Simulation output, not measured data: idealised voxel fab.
Process module, titled voxel transistor to metal
Displayed cross-section: cut, width of 160 nm, square cells sized 5 nm.
Bands, listed from the top down, are how a cross-section gets written in this document; the cross-section itself is a grid of square cells, and a band is one or more rows of them.
Within each band entry, the heights of the top and of the bottom of the band appear first, in that order and in nm; the materials of the band then follow from left to right, each with its corresponding width in nm. The designation "all across" on a single material indicates that it fills the band from edge to edge; the designation "blank" indicates empty space.
Height datum 0, below which the as-received substrate wafer is one material. Lowest band open at the bottom, running downward: "z 0 and below".
Think of "30..40" as a width that walks from the first number to the second as you go down the band, top row to bottom row, taking equal-sized steps from row to row.
Where a step carries "remains unaltered", the cross-section came out of it unchanged, cell for cell.
Listed in "Closed void listing": every empty space of 8 or more cells without an open way to the top. Form: width x height at distance, the distance being from the left edge, all in nm.
Anything after a step's settings on that line? It's the simulator's own note about the step.
A step's line can hold "overlay nm"; with a mask on that step, the setting says how far right of the planned place the mask lay, while a negative setting says it lay to the left.
**The planned process steps are enumerated hereunder**
1) RECEIVE with material Si
2) OXIDIZE with depth nm 5
3) CONFORMAL_DEP with material SiN, thk nm 10
4) PATTERN with tone cover, mask id ACTIVE, material resist, width nm 100, thk nm 20, overlay nm 0
5) DIRECTIONAL_ETCH with etch materials SiN, depth nm 10
6) DIRECTIONAL_ETCH with etch materials SiO2, depth nm 5
7) DIRECTIONAL_ETCH with etch materials Si, depth nm 30
8) STRIP with etch materials resist
9) OXIDIZE with depth nm 5
10) FILL_DEP with material SiO2, thk nm 5
11) CMP with height nm 10
12) SELECTIVE_ETCH with etch materials SiO2, depth nm 5
13) STRIP with etch materials SiN
14) SELECTIVE_ETCH with etch materials SiO2, depth nm 5
15) OXIDIZE with depth nm 5
16) DIRECTIONAL_DEP with material polySi, thk nm 25
17) DIRECTIONAL_DEP with material SiCN, thk nm 15
18) MASKED_ETCH with tone cover, mask id GATE, width nm 20, etch materials SiCN, depth nm 25, overlay nm 0
19) MASKED_ETCH with tone cover, mask id GATE, width nm 20, etch materials polySi, depth nm 35, overlay nm 0
20) CONFORMAL_DEP with material SiN, thk nm 5
21) DIRECTIONAL_ETCH with etch materials SiN, depth nm 5
22) DIRECTIONAL_ETCH with etch materials SiO2, depth nm 5
23) EPI with material nSi, thk nm 5
24) FILL_DEP with material SiO2, thk nm 5
25) CMP with height nm 35
26) DIRECTIONAL_DEP with material SiO2, thk nm 15
27) PATTERN with tone open, mask id CONTACT, material resist, width nm 20, pitch nm 70, thk nm 20, overlay nm 0
28) DIRECTIONAL_ETCH with etch materials SiO2, depth nm 55
29) STRIP with etch materials resist
30) CONFORMAL_DEP with material TiN, thk nm 5
31) FILL_DEP with material W, thk nm 10
32) CMP with height nm 50
33) CONFORMAL_DEP with material SiN, thk nm 5
34) DIRECTIONAL_DEP with material lowk, thk nm 20
35) PATTERN with tone open, mask id METAL_1, material resist, width nm 20, pitch nm 70, thk nm 15, overlay nm -15
36) DIRECTIONAL_ETCH with etch materials lowk, depth nm 20
37) DIRECTIONAL_ETCH with etch materials SiN, depth nm 5
38) STRIP with etch materials resist
39) CONFORMAL_DEP with material TiN, thk nm 5
40) FILL_DEP with material Ru, thk nm 10
41) CMP with height nm 75
42) CONFORMAL_DEP with material SiCN, thk nm 5
43) DIRECTIONAL_DEP with material lowk, thk nm 25
44) DIRECTIONAL_DEP with material aC, thk nm 15
45) PATTERN with tone open, mask id METAL_2_HOLES, material resist, width nm 15, pitch nm 70, thk nm 35, overlay nm 0
46) DIRECTIONAL_ETCH with etch materials aC, depth nm 15
47) STRIP with etch materials resist
48) DIRECTIONAL_ETCH with etch materials lowk, depth nm 25
49) STRIP with etch materials aC
50) PATTERN with tone open, mask id METAL_2, material resist, width nm 20, pitch nm 70, thk nm 15, overlay nm 0
51) DIRECTIONAL_ETCH with etch materials lowk, depth nm 15
52) DIRECTIONAL_ETCH with etch materials SiCN, depth nm 5
53) STRIP with etch materials resist
54) CONFORMAL_DEP with material TiN, thk nm 5
55) FILL_DEP with material Cu, thk nm 10
56) CMP with height nm 105
57) CONFORMAL_DEP with material SiCN, thk nm 5
For this document, wafers share an identical start and vary in the step 35 overlay nm; the plan quotes the first wafer's value.
**First wafer of several, as received: cross-section after step 1**
    z 0 and below: Si all across
    Closed void listing: none
**Cross-section, first of several wafers, end of module, after last step 57**
    z 110 to 105: SiCN all across
    z 105 to 95: lowk=35; TiN=5; Cu=10; TiN=5; lowk=50; TiN=5; Cu=10; TiN=5; lowk=35
    z 95 to 90: lowk=35; TiN=5; Cu=5; TiN=10; lowk=50; TiN=5; Cu=5; TiN=10; lowk=35
    z 90 to 80: lowk=35; TiN=5; Cu=5; TiN=5; lowk=55; TiN=5; Cu=5; TiN=5; lowk=40
    z 80 to 75: SiCN=35; TiN=15; SiCN=55; TiN=15; SiCN=40
    z 75 to 55: lowk=20; TiN=5; Ru=10; TiN=5; lowk=50; TiN=5; Ru=10; TiN=5; lowk=50
    z 55 to 50: SiN=20; TiN=20; SiN=50; TiN=20; SiN=50
    z 50 to 35: SiO2=35; TiN=5; W=10; TiN=5; SiO2=50; TiN=5; W=10; TiN=5; SiO2=35
    z 35 to 20: SiO2=35; TiN=5; W=10; TiN=5; SiO2=10; SiN=5; SiCN=20; SiN=5; SiO2=10; TiN=5; W=10; TiN=5; SiO2=35
    z 20 to 0: SiO2=35; TiN=5; W=10; TiN=5; SiO2=10; SiN=5; polySi=20; SiN=5; SiO2=10; TiN=5; W=10; TiN=5; SiO2=35
    z 0 to -5: SiO2=25; SiN=5; SiO2=5; TiN=20; SiO2=10; SiN=5; polySi=20; SiN=5; SiO2=10; TiN=20; SiO2=5; SiN=5; SiO2=25
    z -5 to -10: SiO2=30; nSi=35; SiO2=30; nSi=35; SiO2=30
    z -10 to -40: SiO2=35; Si=90; SiO2=35
    z -40 and below: Si all across
    Closed void listing: none
**At the end of the module, the last of several wafers in cross-section**
    z 110 to 105: SiCN all across
    z 105 to 95: lowk=35; TiN=5; Cu=10; TiN=5; lowk=50; TiN=5; Cu=10; TiN=5; lowk=35
    z 95 to 90: lowk=35; TiN=5; Cu=5; TiN=10; lowk=50; TiN=5; Cu=5; TiN=10; lowk=35
    z 90 to 80: lowk=35; TiN=5; Cu=5; TiN=5; lowk=55; TiN=5; Cu=5; TiN=5; lowk=40
    z 80 to 75: SiCN=35; TiN=15; SiCN=55; TiN=15; SiCN=40
    z 75 to 55: lowk=50; TiN=5; Ru=10; TiN=5; lowk=50; TiN=5; Ru=10; TiN=5; lowk=20
    z 55 to 50: SiN=50; TiN=20; SiN=50; TiN=20; SiN=20
    z 50 to 35: SiO2=35; TiN=5; W=10; TiN=5; SiO2=50; TiN=5; W=10; TiN=5; SiO2=35
    z 35 to 20: SiO2=35; TiN=5; W=10; TiN=5; SiO2=10; SiN=5; SiCN=20; SiN=5; SiO2=10; TiN=5; W=10; TiN=5; SiO2=35
    z 20 to 0: SiO2=35; TiN=5; W=10; TiN=5; SiO2=10; SiN=5; polySi=20; SiN=5; SiO2=10; TiN=5; W=10; TiN=5; SiO2=35
    z 0 to -5: SiO2=25; SiN=5; SiO2=5; TiN=20; SiO2=10; SiN=5; polySi=20; SiN=5; SiO2=10; TiN=20; SiO2=5; SiN=5; SiO2=25
    z -5 to -10: SiO2=30; nSi=35; SiO2=30; nSi=35; SiO2=30
    z -10 to -40: SiO2=35; Si=90; SiO2=35
    z -40 and below: Si all across
    Closed void listing: none
**Quick key for the table: a row per wafer, taken at the end of the module. For each material it tells you how many cells the wafer gained (+) or lost (-) since it came in, and the closed voids come after**
overlay nm -15 | +14 Cu | +16 Ru | -148 Si | +70 SiCN | +42 SiN | +316 SiO2 | +100 TiN | +40 W | +220 lowk | +14 nSi | +20 polySi | Closed void listing: none
overlay nm -10 | +14 Cu | +16 Ru | -148 Si | +70 SiCN | +42 SiN | +316 SiO2 | +100 TiN | +40 W | +220 lowk | +14 nSi | +20 polySi | Closed void listing: none
overlay nm -5 | +14 Cu | +16 Ru | -148 Si | +70 SiCN | +42 SiN | +316 SiO2 | +100 TiN | +40 W | +220 lowk | +14 nSi | +20 polySi | Closed void listing: none
overlay nm 0 | +14 Cu | +16 Ru | -148 Si | +70 SiCN | +42 SiN | +316 SiO2 | +100 TiN | +40 W | +220 lowk | +14 nSi | +20 polySi | Closed void listing: none
overlay nm 5 | +14 Cu | +16 Ru | -148 Si | +70 SiCN | +42 SiN | +316 SiO2 | +100 TiN | +40 W | +220 lowk | +14 nSi | +20 polySi | Closed void listing: none
overlay nm 10 | +14 Cu | +16 Ru | -148 Si | +70 SiCN | +42 SiN | +316 SiO2 | +100 TiN | +40 W | +220 lowk | +14 nSi | +20 polySi | Closed void listing: none
overlay nm 15 | +14 Cu | +16 Ru | -148 Si | +70 SiCN | +42 SiN | +316 SiO2 | +100 TiN | +40 W | +220 lowk | +14 nSi | +20 polySi | Closed void listing: none
